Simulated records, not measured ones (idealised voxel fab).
Process module, titled voxel gate over fins
The figure presents cross-section cut, which has a width of 215 nm and is divided into square cells with an edge length of 5 nm.
Heads up, the way a cross-section reads in here is a grid of square cells, handed over as bands from the top down, with every band being one or more rows of cells. Band: top height; bottom height; in nm. Then, left to right: material with width in nm, for each material. "full width": a single material spanning edge to edge. "blank": empty space. Counting heights begins at 0, where everything beneath is, in the wafer as received, one material. The lowest band has no bottom; it goes on downwards, as "z 0 and below" shows. Note: "30..40" means the width goes from the first number (top row of the band) to the second number (bottom row) in equal steps per row of cells. Step note "no change" = no cross-section cell changed. The entry "Unvented internal voids" lists the empty spaces that cover at least 8 cells and have no open path to the top. Each is written as width x height at distance, where the distance is measured from the left edge and all three values are in nm. Step line, after settings: the simulator's comment on this step. Steps that use a mask can have "overlay nm" on their line. It says how far the mask sat to the right of where it was meant to be. Negative means to the left.

# plan
1) RECEIVE, material Si
2) CONFORMAL_DEP, material SiN, thk nm 10
3) MASKED_ETCH, tone cover, mask id FINS, width nm 15, pitch nm 40, etch materials SiN, depth nm 10, overlay nm 0
4) MASKED_ETCH, tone cover, mask id FINS, width nm 15, pitch nm 40, etch materials Si, depth nm 35, overlay nm 0
5) OXIDIZE, depth nm 5
6) FILL_DEP, material SiO2, thk nm 5
7) CMP, height nm 10
8) SELECTIVE_ETCH, etch materials SiO2, depth nm 20
9) STRIP, etch materials SiN
10) CONFORMAL_DEP, material HfO2, thk nm 5
11) CONFORMAL_DEP, material TiN, thk nm 5
12) CONFORMAL_DEP, material TiAl, thk nm 5
13) CONFORMAL_DEP, material TiN, thk nm 5
14) FILL_DEP, material W, thk nm 10
15) CMP, height nm 25
16) CONFORMAL_DEP, material SiCN, thk nm 10

# Incoming wafer in cross-section (state: after step 1)
  z 0 and below: Si full width
  Unvented internal voids: none

# Result of the module, cross-sectioned: start per above, plan per above, one error in how it was run
  z 35 to 25: SiCN full width
  z 25 to 20: W full width
  z 20 to 15: 65 W  85 TiN  65 W
  z 15 to 10: 65 W  5 TiN  35 TiAl  5 TiN  35 TiAl  5 TiN  65 W
  z 10 to 5: 70 TiN  5 TiAl  25 TiN  5 TiAl  5 TiN  5 TiAl  25 TiN  5 TiAl  70 TiN
  z 5 to 0: 75 TiAl  5 TiN  15 HfO2  5 TiN  15 TiAl  5 TiN  15 HfO2  5 TiN  75 TiAl
  z 0 to -5: 80 TiN  5 HfO2  5 Si  5 HfO2  25 TiN  5 HfO2  5 Si  5 HfO2  80 TiN
  z -5 to -10: 85 HfO2  5 Si  35 HfO2  5 Si  85 HfO2
  z -10 to -75: 85 SiO2  5 Si  35 SiO2  5 Si  85 SiO2
  z -75 and below: Si full width
  Unvented internal voids: none
Run error: step 4, plan: ran twice
